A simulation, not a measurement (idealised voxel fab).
The document below concerns the process module designated voxel capacitor over wiring.
Displayed cross-section: cut, width of 280 nm, square cells sized 5 nm.
Throughout this document, each cross-section is represented as a grid of square cells and is presented as a sequence of bands enumerated from the top downward, where a band comprises one or more rows of cells. Quick guide to a band line: top height, bottom height (nm) up front; then every material left to right with its width in nm. Only one material and it's marked "throughout"? Then it fills the band edge to edge. And "air" just means empty space. Height is counted from the level 0, under which the received wafer is composed throughout of one material. The lowest of the bands is not closed at the bottom but continues downward, in the notation "0 -> down". The two numbers in a width such as "30..40" mark its ends across the band: the first belongs to the top row of cells, the second to the bottom row, and from each row to the next the width moves by the same amount. "no alteration" for a step: no cell of the cross-section changed in that step. "Enclosed void listing" means: voids of 8 cells or more that are shut off from the top with no open way through. Written width x height at distance, distance from the left edge, in nm. Post-settings text on a step line: simulator's own remark regarding the step. The optional step-line setting "overlay nm" applies to steps with a mask and quantifies how far to the right of its planned location the mask lay, a negative value indicating leftward placement.
## Planned step list for the process
1: RECEIVE, material Si
2: CONFORMAL_DEP, material SiO2, thk nm 15
3: DIRECTIONAL_DEP, material TiN, thk nm 5
4: DIRECTIONAL_DEP, material W, thk nm 20
5: DIRECTIONAL_DEP, material aC, thk nm 10
6: PATTERN, tone cover, mask id METAL_1, material resist, width nm 30, pitch nm 100, thk nm 30, overlay nm 0
7: DIRECTIONAL_ETCH, etch materials aC, depth nm 10
8: STRIP, etch materials resist
9: DIRECTIONAL_ETCH, etch materials W, depth nm 20
10: DIRECTIONAL_ETCH, etch materials TiN, depth nm 5
11: STRIP, etch materials aC
12: FILL_DEP, material SiO2, thk nm 5
13: CMP, height nm 40
14: CONFORMAL_DEP, material SiCN, thk nm 5
15: DIRECTIONAL_DEP, material SiO2, thk nm 20
16: PATTERN, tone open, mask id PLUG_1, material resist, width nm 15, thk nm 15, overlay nm 0
17: DIRECTIONAL_ETCH, etch materials SiO2, depth nm 20
18: DIRECTIONAL_ETCH, etch materials SiCN, depth nm 5
19: STRIP, etch materials resist
20: CONFORMAL_DEP, material TiN, thk nm 5
21: FILL_DEP, material Cu, thk nm 5
22: CMP, height nm 65
23: DIRECTIONAL_DEP, material TiN, thk nm 10
24: DIRECTIONAL_DEP, material HfO2, thk nm 5
25: DIRECTIONAL_DEP, material TiN, thk nm 5
26: DIRECTIONAL_DEP, material aC, thk nm 15
27: PATTERN, tone cover, mask id UPPER_PLATE, material resist, width nm 75, thk nm 30, overlay nm 0
28: DIRECTIONAL_ETCH, etch materials aC, depth nm 15
29: STRIP, etch materials resist
30: DIRECTIONAL_ETCH, etch materials TiN, depth nm 5
31: DIRECTIONAL_ETCH, etch materials HfO2, depth nm 5
32: STRIP, etch materials aC
33: MASKED_ETCH, tone cover, mask id LOWER_PLATE, width nm 85, etch materials TiN, depth nm 10, overlay nm 0
34: FILL_DEP, material SiO2, thk nm 20
35: CMP, height nm 100
36: DIRECTIONAL_DEP, material aC, thk nm 15
37: PATTERN, tone open, mask id PLUG_2, material resist, width nm 15, thk nm 35, overlay nm 0
38: DIRECTIONAL_ETCH, etch materials aC, depth nm 15
39: STRIP, etch materials resist
40: DIRECTIONAL_ETCH, etch materials SiO2, depth nm 15
41: STRIP, etch materials aC
42: CONFORMAL_DEP, material TiN, thk nm 5
43: FILL_DEP, material Ru, thk nm 10
44: CMP, height nm 100
45: CONFORMAL_DEP, material SiCN, thk nm 5
## The cross-section here shows the wafer as received, i.e. in its state after step 1
- 0 -> down | Si throughout
- Enclosed void listing: none
## Look at the cross-section after the module: the wafer started out the way shown above and the plan was the one shown above, yet one mistake was made along the way
- 105 -> 100 | SiCN throughout
- 100 -> 90 | SiO2 100 nm  TiN 5 nm  Ru 5 nm  TiN 5 nm  SiO2 165 nm
- 90 -> 80 | SiO2 100..90 nm  TiN 15..75 nm  SiO2 165..115 nm
- 80 -> 75 | SiO2 90 nm  HfO2 75 nm  SiO2 115 nm
- 75 -> 65 | SiO2 85 nm  TiN 85 nm  SiO2 110 nm
- 65 -> 45 | SiO2 90 nm  TiN 5 nm  Cu 5 nm  TiN 5 nm  SiO2 175 nm
- 45 -> 40 | SiCN 90 nm  TiN 15 nm  SiCN 175 nm
- 40 -> 20 | SiO2 75 nm  W 35 nm  SiO2 65 nm  W 35 nm  SiO2 70 nm
- 20 -> 15 | SiO2 75 nm  TiN 35 nm  SiO2 65 nm  TiN 35 nm  SiO2 70 nm
- 15 -> 0 | SiO2 throughout
- 0 -> down | Si throughout
- Enclosed void listing: none
Which mistake was made when the wafer was run? contrary to plan, step 6 was performed as PATTERN, tone cover, mask id METAL_1, material resist, width nm 35, pitch nm 100, thk nm 30, overlay nm 0
